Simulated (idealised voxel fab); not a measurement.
process module | voxel capacitor over wiring
cross-section cut | 275 nm wide | cells 5 nm
A cross-section is a grid of square cells, given in bands from the top down. A band is one or more rows of cells.
Each band's line starts with the height of the band's top and of its bottom, in nm. Then come its materials from left to right, each with its width in nm. One material with "throughout" fills the band from edge to edge. "air" is empty space.
Height 0 is the level under which the wafer as received is all one material. The lowest band goes on downwards, as in "0 down".
A width such as "30 to 40" changes by the same amount from each row of cells to the next, from the band's top row to its bottom row.
"no change" after a step means that no cell of the cross-section changed.
closed voids: empty space of 8 cells or more with no open way to the top, each as width x height at its distance from the left edge, in nm
after a step's settings: what the simulator itself notes on the step
overlay nm, on a step with a mask: how far to the right of its planned place the mask lay; to the left if negative
plan
1 op RECEIVE | material Si
2 op CONFORMAL_DEP | material SiO2 | thk nm 10
3 op DIRECTIONAL_DEP | material TiN | thk nm 5
4 op DIRECTIONAL_DEP | material Ru | thk nm 20
5 op PATTERN | tone cover | mask id METAL_1 | material resist | width nm 20 | pitch nm 75 | thk nm 20 | overlay nm 0
6 op DIRECTIONAL_ETCH | etch materials Ru | depth nm 20
7 op DIRECTIONAL_ETCH | etch materials TiN | depth nm 5
8 op STRIP | etch materials resist
9 op CONFORMAL_DEP | material SiN | thk nm 5
10 op FILL_DEP | material SiO2 | thk nm 5
11 op CMP | height nm 35
12 op CONFORMAL_DEP | material SiCN | thk nm 5
13 op DIRECTIONAL_DEP | material SiO2 | thk nm 15
14 op DIRECTIONAL_DEP | material aC | thk nm 15
15 op PATTERN | tone open | mask id PLUG_1 | material resist | width nm 15 | thk nm 30 | overlay nm 0
16 op DIRECTIONAL_ETCH | etch materials aC | depth nm 15
17 op STRIP | etch materials resist
18 op DIRECTIONAL_ETCH | etch materials SiO2 | depth nm 15
19 op DIRECTIONAL_ETCH | etch materials SiCN | depth nm 5
20 op STRIP | etch materials aC
21 op CONFORMAL_DEP | material TiN | thk nm 5
22 op FILL_DEP | material Ru | thk nm 5
23 op CMP | height nm 55
24 op DIRECTIONAL_DEP | material TiN | thk nm 5
25 op DIRECTIONAL_DEP | material Al2O3 | thk nm 5
26 op DIRECTIONAL_DEP | material TiN | thk nm 5
27 op MASKED_ETCH | tone cover | mask id UPPER_PLATE | width nm 60 | etch materials TiN | depth nm 5 | overlay nm 0
28 op MASKED_ETCH | tone cover | mask id UPPER_PLATE | width nm 60 | etch materials Al2O3 | depth nm 5 | overlay nm 0
29 op PATTERN | tone cover | mask id LOWER_PLATE | material resist | width nm 70 | thk nm 15 | overlay nm 0
30 op DIRECTIONAL_ETCH | etch materials TiN | depth nm 5
31 op STRIP | etch materials resist
32 op FILL_DEP | material SiO2 | thk nm 15
33 op CMP | height nm 80
34 op PATTERN | tone open | mask id PLUG_2 | material resist | width nm 15 | thk nm 20 | overlay nm 0
35 op DIRECTIONAL_ETCH | etch materials SiO2 | depth nm 10
36 op STRIP | etch materials resist
37 op CONFORMAL_DEP | material TiN | thk nm 5
38 op FILL_DEP | material Ru | thk nm 5
39 op CMP | height nm 70
40 op CONFORMAL_DEP | material SiCN | thk nm 5
varied across the wafers: height nm of step 39. The plan shows the first wafer's value. All wafers start alike
first wafer as received, after step 1
  0 down: Si throughout
  closed voids: none
first wafer at the end, after step 40
  75 to 70: SiCN throughout
  70 to 65: SiO2 95 | TiN 60 | SiO2 120
  65 to 60: SiO2 95 | Al2O3 60 | SiO2 120
  60 to 55: SiO2 90 | TiN 70 | SiO2 115
  55 to 40: SiO2 95 | TiN 5 | Ru 5 | TiN 5 | SiO2 165
  40 to 35: SiCN 95 | TiN 15 | SiCN 165
  35 to 15: SiO2 85 | SiN 5 | Ru 20 | SiN 5 | SiO2 45 | SiN 5 | Ru 20 | SiN 5 | SiO2 85
  15 to 10: SiN 90 | TiN 20 | SiN 55 | TiN 20 | SiN 90
  10 to 0: SiO2 throughout
  0 down: Si throughout
  closed voids: none
last wafer at the end
  95 to 90: SiCN throughout
  90 to 85: Ru throughout
  85 to 80: TiN 110 | Ru 5 | TiN 160
  80 to 75: SiO2 105 | TiN 5 | Ru 5 | TiN 5 | SiO2 155
  75 to 65: SiO2 105 to 95 | TiN 15 to 60 | SiO2 155 to 120
  65 to 60: SiO2 95 | Al2O3 60 | SiO2 120
  60 to 55: SiO2 90 | TiN 70 | SiO2 115
  55 to 40: SiO2 95 | TiN 5 | Ru 5 | TiN 5 | SiO2 165
  40 to 35: SiCN 95 | TiN 15 | SiCN 165
  35 to 15: SiO2 85 | SiN 5 | Ru 20 | SiN 5 | SiO2 45 | SiN 5 | Ru 20 | SiN 5 | SiO2 85
  15 to 10: SiN 90 | TiN 20 | SiN 55 | TiN 20 | SiN 90
  10 to 0: SiO2 throughout
  0 down: Si throughout
  closed voids: none
each wafer at the end: cells of each material gained (+) or lost (-) since it was received, then its closed voids
height nm 70 | +12 Al2O3 | +35 Ru | +107 SiCN | +63 SiN | +565 SiO2 | +43 TiN | closed voids: none
height nm 75 | +12 Al2O3 | +35 Ru | +107 SiCN | +63 SiN | +617 SiO2 | +46 TiN | closed voids: none
height nm 80 | +12 Al2O3 | +36 Ru | +107 SiCN | +63 SiN | +669 SiO2 | +48 TiN | closed voids: none
height nm 85 | +12 Al2O3 | +37 Ru | +107 SiCN | +63 SiN | +669 SiO2 | +102 TiN | closed voids: none
height nm 90 | +12 Al2O3 | +92 Ru | +107 SiCN | +63 SiN | +669 SiO2 | +102 TiN | closed voids: none
